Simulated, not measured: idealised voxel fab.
Process module in this document: voxel self aligned contacts
Square cells of 5 nm make up the cross-section cut, whose width is 250 nm.
Notation: cross-section as square-cell grid; stated in bands, top first, going down; one or more cell rows per band.
Each band's line starts with the height of the band's top and of its bottom, in nm. Then come its materials from left to right, each with its width in nm. One material with "edge to edge" fills the band from edge to edge. "empty" is empty space.
All heights in this document are referenced to 0, defined as the level beneath which the wafer, as received, consists entirely of one material. The lowest band is not bounded below; it extends indefinitely downward and is written in the form "z 0 and below".
The notation "30 to 40" denotes a width that varies across the rows of cells in the band, beginning at the first number in the top row, finishing at the second number in the bottom row, and changing by an identical amount from each row to the next.
Take "remains unaltered" at face value: in the step it is given for, the cross-section changed in none of its cells.
Entry "Enclosed void catalog" = empty spaces >= 8 cells with no open way to the top; each as width x height at distance, distance from left edge, all nm.
Read whatever lies past the settings on a step's line as the simulator's own remark about the step.
A step's line can hold "overlay nm"; with a mask on that step, the setting says how far right of the planned place the mask lay, while a negative setting says it lay to the left.

Plan
1. RECEIVE [material Si]
2. OXIDIZE [depth nm 5]
3. DIRECTIONAL_DEP [material polySi] [thk nm 30]
4. DIRECTIONAL_DEP [material SiN] [thk nm 20]
5. PATTERN [tone cover] [mask id GATE] [material resist] [width nm 25] [pitch nm 60] [thk nm 15] [overlay nm 0]
6. DIRECTIONAL_ETCH [etch materials SiN] [depth nm 20]
7. DIRECTIONAL_ETCH [etch materials polySi] [depth nm 30]
8. STRIP [etch materials resist]
9. CONFORMAL_DEP [material SiN] [thk nm 10]
10. DIRECTIONAL_ETCH [etch materials SiN] [depth nm 10]
11. FILL_DEP [material SiO2] [thk nm 10]
12. CMP [height nm 55]
13. DIRECTIONAL_DEP [material aC] [thk nm 15]
14. PATTERN [tone open] [mask id CONTACT] [material resist] [width nm 45] [thk nm 35] [overlay nm 0]
15. DIRECTIONAL_ETCH [etch materials aC] [depth nm 15]
16. STRIP [etch materials resist]
17. DIRECTIONAL_ETCH [etch materials SiO2] [depth nm 60]
18. STRIP [etch materials aC]
19. CONFORMAL_DEP [material TiN] [thk nm 5]
20. FILL_DEP [material W] [thk nm 10]
21. CMP [height nm 55]
22. CONFORMAL_DEP [material SiCN] [thk nm 5]

The cross-section here shows the wafer as received, i.e. in its state after step 1
    z 0 and below = Si edge to edge
    Enclosed void catalog: none

First of two wafers, end-of-module section, run followed plan
    z 60 to 55 = SiCN edge to edge
    z 55 to 50 = SiO2: 100  TiN: 20  W: 5  TiN: 20  SiO2: 105
    z 50 to 30 = SiO2: 70  SiN: 45  TiN: 5  W: 5  TiN: 5  SiN: 45  SiO2: 75
    z 30 to 0 = SiO2: 70  SiN: 10  polySi: 25  SiN: 10  TiN: 5  W: 5  TiN: 5  SiN: 10  polySi: 25  SiN: 10  SiO2: 75
    z 0 to -5 = SiO2: 115  TiN: 15  SiO2: 120
    z -5 and below = Si edge to edge
    Enclosed void catalog: none

Wafer two (of two), end-of-module cross-section: start = wafer one, plan = wafer one, one run mistake
    z 60 to 55 = SiCN edge to edge
    z 55 to 50 = SiO2: 90  TiN: 30  W: 5  TiN: 10  SiO2: 115
    z 50 to 30 = SiO2: 70  SiN: 45  TiN: 5  W: 5  TiN: 5  SiN: 45  SiO2: 75
    z 30 to 0 = SiO2: 70  SiN: 10  polySi: 25  SiN: 10  TiN: 5  W: 5  TiN: 5  SiN: 10  polySi: 25  SiN: 10  SiO2: 75
    z 0 to -5 = SiO2: 115  TiN: 15  SiO2: 120
    z -5 and below = Si edge to edge
    Enclosed void catalog: none
Plan not followed: step 14 was processed under conditions differing from the plan, specifically as PATTERN [tone open] [mask id CONTACT] [material resist] [width nm 45] [thk nm 35] [overlay nm -10]
At the close, every material occupies the same number of cells on the second wafer as on the first, only in different positions.
